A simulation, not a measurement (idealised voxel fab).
Process module in this document: voxel capacitor over wiring
The cross-section on display is named cut; it measures 200 nm wide, and its cells are 5 nm squares.
Reading order for cross-sections: top band down to bottom band. Underlying form: a grid of square cells. Band size: one or more rows of cells. Within each band entry, the heights of the top and of the bottom of the band appear first, in that order and in nm; the materials of the band then follow from left to right, each with its corresponding width in nm. The designation "everywhere" on a single material indicates that it fills the band from edge to edge; the designation "empty" indicates empty space. Convention: height 0 is the level below which the wafer, as received, is all one material. The lowest band does not terminate at the bottom but continues downward, represented as "top 0, no bottom". So if you see something like "30->40" for the width, read it as the top row of the band sitting at the first number and the bottom row at the second, with every row in between moving by the same amount as the last. "same as before" (step): cross-section cells unchanged, all of them. Any empty space of 8 cells or more lacking an open way to the top shows up in "Closed-off voids" as width x height at distance, distance from the left edge, in nm. after a step's settings: what the simulator itself notes on the step. Each step line may optionally specify "overlay nm", which for a step with a mask gives the rightward distance between the mask's planned place and where it lay, a negative value indicating the leftward direction.

-- Steps planned for the process
1: RECEIVE: material Si
2: CONFORMAL_DEP: material SiO2, thk nm 10
3: DIRECTIONAL_DEP: material TiN, thk nm 5
4: DIRECTIONAL_DEP: material W, thk nm 25
5: MASKED_ETCH: tone cover, mask id METAL_1, width nm 25, pitch nm 95, etch materials W, depth nm 25, overlay nm 0
6: MASKED_ETCH: tone cover, mask id METAL_1, width nm 25, pitch nm 95, etch materials TiN, depth nm 5, overlay nm 0
7: FILL_DEP: material SiO2, thk nm 5
8: CMP: height nm 40
9: CONFORMAL_DEP: material SiCN, thk nm 5
10: DIRECTIONAL_DEP: material SiO2, thk nm 20
11: MASKED_ETCH: tone open, mask id PLUG_1, width nm 15, etch materials SiO2, depth nm 20, overlay nm 0
12: MASKED_ETCH: tone open, mask id PLUG_1, width nm 15, etch materials SiCN, depth nm 5, overlay nm 0
13: EPI: material Ru, thk nm 10
14: EPI: material Ru, thk nm 10
15: EPI: material Ru, thk nm 5
16: DIRECTIONAL_DEP: material TiN, thk nm 5
17: DIRECTIONAL_DEP: material HfO2, thk nm 5
18: DIRECTIONAL_DEP: material TiN, thk nm 10
19: PATTERN: tone cover, mask id UPPER_PLATE, material resist, width nm 75, thk nm 20, overlay nm 0
20: DIRECTIONAL_ETCH: etch materials TiN, depth nm 10
21: DIRECTIONAL_ETCH: etch materials HfO2, depth nm 5
22: STRIP: etch materials resist
23: DIRECTIONAL_DEP: material aC, thk nm 10
24: PATTERN: tone cover, mask id LOWER_PLATE, material resist, width nm 85, thk nm 30, overlay nm 0
25: DIRECTIONAL_ETCH: etch materials aC, depth nm 10
26: STRIP: etch materials resist
27: DIRECTIONAL_ETCH: etch materials TiN, depth nm 5
28: STRIP: etch materials aC
29: FILL_DEP: material SiO2, thk nm 20
30: CMP: height nm 100
31: DIRECTIONAL_DEP: material aC, thk nm 10
32: PATTERN: tone open, mask id PLUG_2, material resist, width nm 15, thk nm 30, overlay nm 0
33: DIRECTIONAL_ETCH: etch materials aC, depth nm 10
34: STRIP: etch materials resist
35: DIRECTIONAL_ETCH: etch materials SiO2, depth nm 15
36: STRIP: etch materials aC
37: CONFORMAL_DEP: material TiN, thk nm 5
38: FILL_DEP: material Ru, thk nm 5
39: CMP: height nm 100
40: CONFORMAL_DEP: material SiN, thk nm 5

-- As-received wafer cross-section (after step 1)
	top 0, no bottom  Si everywhere
	Closed-off voids: none

-- Here's the cross-section of the first of our two wafers at the end of the module - it ran as planned
	top 105, bottom 100  SiN everywhere
	top 100, bottom 90  60 nm SiO2 | 5 nm TiN | 5 nm Ru | 5 nm TiN | 125 nm SiO2
	top 90, bottom 85  60 nm SiO2 | 15 nm TiN | 125 nm SiO2
	top 85, bottom 75  50 nm SiO2 | 75 nm TiN | 75 nm SiO2
	top 75, bottom 70  50 nm SiO2 | 75 nm HfO2 | 75 nm SiO2
	top 70, bottom 65  45 nm SiO2 | 85 nm TiN | 70 nm SiO2
	top 65, bottom 45  50 nm SiO2 | 15 nm Ru | 135 nm SiO2
	top 45, bottom 40  50 nm SiCN | 15 nm Ru | 135 nm SiCN
	top 40, bottom 15  40 nm SiO2 | 25 nm W | 70 nm SiO2 | 25 nm W | 40 nm SiO2
	top 15, bottom 10  40 nm SiO2 | 25 nm TiN | 70 nm SiO2 | 25 nm TiN | 40 nm SiO2
	top 10, bottom 0  SiO2 everywhere
	top 0, no bottom  Si everywhere
	Closed-off voids: none

-- Second wafer through the module, sectioned at the end: same beginning and same plan as the first wafer, with one mistake in carrying it out
	top 105, bottom 100  SiN everywhere
	top 100, bottom 90  60 nm SiO2 | 5 nm TiN | 5 nm Ru | 5 nm TiN | 125 nm SiO2
	top 90, bottom 85  60 nm SiO2 | 15 nm TiN | 125 nm SiO2
	top 85, bottom 75  50 nm SiO2 | 75 nm TiN | 75 nm SiO2
	top 75, bottom 70  50 nm SiO2 | 75 nm HfO2 | 75 nm SiO2
	top 70, bottom 65  45 nm SiO2 | 85 nm TiN | 70 nm SiO2
	top 65, bottom 45  50 nm SiO2 | 15 nm Ru | 135 nm SiO2
	top 45, bottom 40  50 nm SiCN | 15 nm Ru | 135 nm SiCN
	top 40, bottom 15  40 nm SiO2 | 30 nm W | 65 nm SiO2 | 30 nm W | 35 nm SiO2
	top 15, bottom 10  40 nm SiO2 | 30 nm TiN | 65 nm SiO2 | 30 nm TiN | 35 nm SiO2
	top 10, bottom 0  SiO2 everywhere
	top 0, no bottom  Si everywhere
	Closed-off voids: none
Short version of what went wrong: step 5 was not run as planned; what actually ran was MASKED_ETCH: tone cover, mask id METAL_1, width nm 30, pitch nm 95, etch materials W, depth nm 25, overlay nm 0
Heads up, by the end the second wafer has more or fewer cells of some materials compared to the first: 12 fewer of SiO2; 2 more of TiN; 10 more of W
